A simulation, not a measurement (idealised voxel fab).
The document below concerns the process module designated voxel self aligned vias.
The figure presents cross-section cut, which has a width of 225 nm and is divided into square cells with an edge length of 5 nm.
If you're reading a cross-section in this doc, picture square cells in a grid; it comes to you as bands, top ones listed first down to the bottom, and a band can be one or more rows of cells. Heads up on the band format: heights come first, top then bottom, in nm. After that it's the materials left to right, each with its width in nm. A single material flagged "all across" fills the whole band edge to edge, and "air" means there's empty space there. For the purposes of this specification, 0 denotes the height below which the wafer in its as-received condition is composed wholly of one material, and the lowermost band, lacking a lower limit, extends downward without end, as expressed in "0 and below". Per-row width for "30 to 40": begins at first number (top row of band), ends at second number (bottom row), increment between rows held constant. "everything unchanged" after a step means that no cell of the cross-section changed. The label "Closed void catalog" introduces a list of the empty spaces, 8 cells or larger, that have no open way up to the top; each entry in it reads width x height at distance, where the distance is taken from the left edge and all three are stated in nm. On each step's line, the part that comes after the settings is the simulator's own comment on the step. A step's line can hold "overlay nm"; with a mask on that step, the setting says how far right of the planned place the mask lay, while a negative setting says it lay to the left.
## The planned process steps are enumerated hereunder
1) RECEIVE [material Si]
2) CONFORMAL_DEP [material SiO2] [thk nm 10]
3) CONFORMAL_DEP [material SiCN] [thk nm 5]
4) DIRECTIONAL_DEP [material lowk] [thk nm 20]
5) DIRECTIONAL_DEP [material aC] [thk nm 10]
6) PATTERN [tone open] [mask id LINES] [material resist] [width nm 20] [pitch nm 55] [thk nm 25] [overlay nm 0]
7) DIRECTIONAL_ETCH [etch materials aC] [depth nm 10]
8) STRIP [etch materials resist]
9) DIRECTIONAL_ETCH [etch materials lowk] [depth nm 20]
10) STRIP [etch materials aC]
11) CONFORMAL_DEP [material TiN] [thk nm 5]
12) FILL_DEP [material Ru] [thk nm 10]
13) CMP [height nm 35]
14) SELECTIVE_ETCH [etch materials W Ru TiN] [depth nm 5]
15) FILL_DEP [material SiN] [thk nm 10]
16) CMP [height nm 35]
17) DIRECTIONAL_DEP [material lowk] [thk nm 15]
18) DIRECTIONAL_DEP [material aC] [thk nm 10]
19) PATTERN [tone open] [mask id VIAS] [material resist] [width nm 40] [pitch nm 110] [thk nm 25] [overlay nm 0]
20) DIRECTIONAL_ETCH [etch materials aC] [depth nm 10]
21) STRIP [etch materials resist]
22) DIRECTIONAL_ETCH [etch materials lowk] [depth nm 15]
23) DIRECTIONAL_ETCH [etch materials SiN] [depth nm 5]
24) STRIP [etch materials aC]
25) CONFORMAL_DEP [material TiN] [thk nm 5]
26) FILL_DEP [material Ru] [thk nm 10]
27) CMP [height nm 50]
28) CONFORMAL_DEP [material SiCN] [thk nm 5]
## Step 1 complete: cross-section of the wafer as received
    0 and below: Si all across
    Closed void catalog: none
## The following cross-section depicts the wafer upon conclusion of the module. Processing commenced from the starting condition illustrated above and adhered to the plan illustrated above, save for one mistake in execution
    55 down to 50: SiCN all across
    50 down to 40: Ru 30 / TiN 5 / lowk 40 / TiN 5 / Ru 60 / TiN 5 / lowk 40 / TiN 5 / Ru 35
    40 down to 35: TiN 35 / lowk 40 / TiN 30 / Ru 10 / TiN 30 / lowk 40 / TiN 40
    35 down to 30: lowk 45 / SiN 20 / lowk 35 / TiN 20 / lowk 35 / SiN 20 / lowk 50
    30 down to 20: lowk 45 / TiN 5 / Ru 10 / TiN 5 / lowk 35 / TiN 5 / Ru 10 / TiN 5 / lowk 35 / TiN 5 / Ru 10 / TiN 5 / lowk 50
    20 down to 15: lowk 45 / TiN 20 / lowk 35 / TiN 20 / lowk 35 / TiN 20 / lowk 50
    15 down to 10: SiCN all across
    10 down to 0: SiO2 all across
    0 and below: Si all across
    Closed void catalog: none
Against the plan, the run slipped here: off-plan run, step 19, actual operation and settings PATTERN [tone cover] [mask id VIAS] [material resist] [width nm 40] [pitch nm 110] [thk nm 25] [overlay nm 0]
